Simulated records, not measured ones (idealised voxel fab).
process module | voxel local oxidation
cross-section cut | 160 nm wide | cells 5 nm
A cross-section is a grid of square cells, given in bands from the top down. A band is one or more rows of cells.
Each band's line starts with the height of the band's top and of its bottom, in nm. Then come its materials from left to right, each with its width in nm. One material with "throughout" fills the band from edge to edge. "air" is empty space.
Height 0 is the level under which the wafer as received is all one material. The lowest band goes on downwards, as in "0 down".
A width such as "30 to 40" changes by the same amount from each row of cells to the next, from the band's top row to its bottom row.
"no change" after a step means that no cell of the cross-section changed.
closed voids: empty space of 8 cells or more with no open way to the top, each as width x height at its distance from the left edge, in nm
after a step's settings: what the simulator itself notes on the step
overlay nm, on a step with a mask: how far to the right of its planned place the mask lay; to the left if negative
plan
1 op RECEIVE | material Si
2 op OXIDIZE | depth nm 5
3 op CONFORMAL_DEP | material SiN | thk nm 10
4 op DIRECTIONAL_DEP | material aC | thk nm 10
5 op PATTERN | tone cover | mask id ACTIVE | material resist | width nm 95 | thk nm 30 | overlay nm 0
6 op DIRECTIONAL_ETCH | etch materials aC | depth nm 10
7 op STRIP | etch materials resist
8 op DIRECTIONAL_ETCH | etch materials SiN | depth nm 10
9 op STRIP | etch materials aC
10 op SELECTIVE_ETCH | etch materials SiO2 | depth nm 5
11 op OXIDIZE | depth nm 15
12 op STRIP | etch materials SiN
first wafer, as planned
as received, after step 1
  0 down: Si throughout
  closed voids: none
after step 2
  0 to -5: SiO2 throughout
  below -5: unchanged
after step 3
  10 to 0: SiN throughout
  below 0: unchanged
after step 4
  20 to 10: aC throughout
  below 10: unchanged
after step 5
  50 to 20: air 30 | resist 95 | air 35
  below 20: unchanged
after step 6
  40 to 20: air 30 | resist 95 | air 35
  20 to 10: air 30 | aC 95 | air 35
  below 10: unchanged
after step 7
  20 to 10: air 30 | aC 95 | air 35
  below 10: unchanged
after step 8
  20 to 10: air 30 | aC 95 | air 35
  10 to 0: air 30 | SiN 95 | air 35
  below 0: unchanged
after step 9
  10 to 0: air 30 | SiN 95 | air 35
  below 0: unchanged
after step 10
  10 to 0: air 30 | SiN 95 | air 35
  0 to -5: air 35 | SiO2 85 | air 40
  below -5: unchanged
after step 11
  10 to 0: air 30 | SiN 95 | air 35
  0 to -5: air 35 | SiO2 85 | air 40
  -5 to -20: SiO2 50 | Si 55 | SiO2 55
  below -20: unchanged
after step 12
  0 to -5: air 35 | SiO2 85 | air 40
  below -5: unchanged
second wafer: like start, like plan, one mistake. Through step 4 it matches the first wafer
when step 5 should have ended
  50 to 20: air 20 | resist 95 | air 45
  below 20: unchanged
when step 6 should have ended
  40 to 20: air 20 | resist 95 | air 45
  20 to 10: air 20 | aC 95 | air 45
  below 10: unchanged
when step 7 should have ended
  20 to 10: air 20 | aC 95 | air 45
  below 10: unchanged
when step 8 should have ended
  20 to 10: air 20 | aC 95 | air 45
  10 to 0: air 20 | SiN 95 | air 45
  below 0: unchanged
when step 9 should have ended
  10 to 0: air 20 | SiN 95 | air 45
  below 0: unchanged
when step 10 should have ended
  10 to 0: air 20 | SiN 95 | air 45
  0 to -5: air 25 | SiO2 85 | air 50
  below -5: unchanged
when step 11 should have ended
  10 to 0: air 20 | SiN 95 | air 45
  0 to -5: air 25 | SiO2 85 | air 50
  -5 to -20: SiO2 40 | Si 55 | SiO2 65
  below -20: unchanged
when step 12 should have ended
  0 to -5: air 25 | SiO2 85 | air 50
  below -5: unchanged
what went wrong: step 5 ran as: op PATTERN | tone cover | mask id ACTIVE | material resist | width nm 95 | thk nm 30 | overlay nm -10
at the end the second wafer has, in cells: as many of each material as the first, in other places
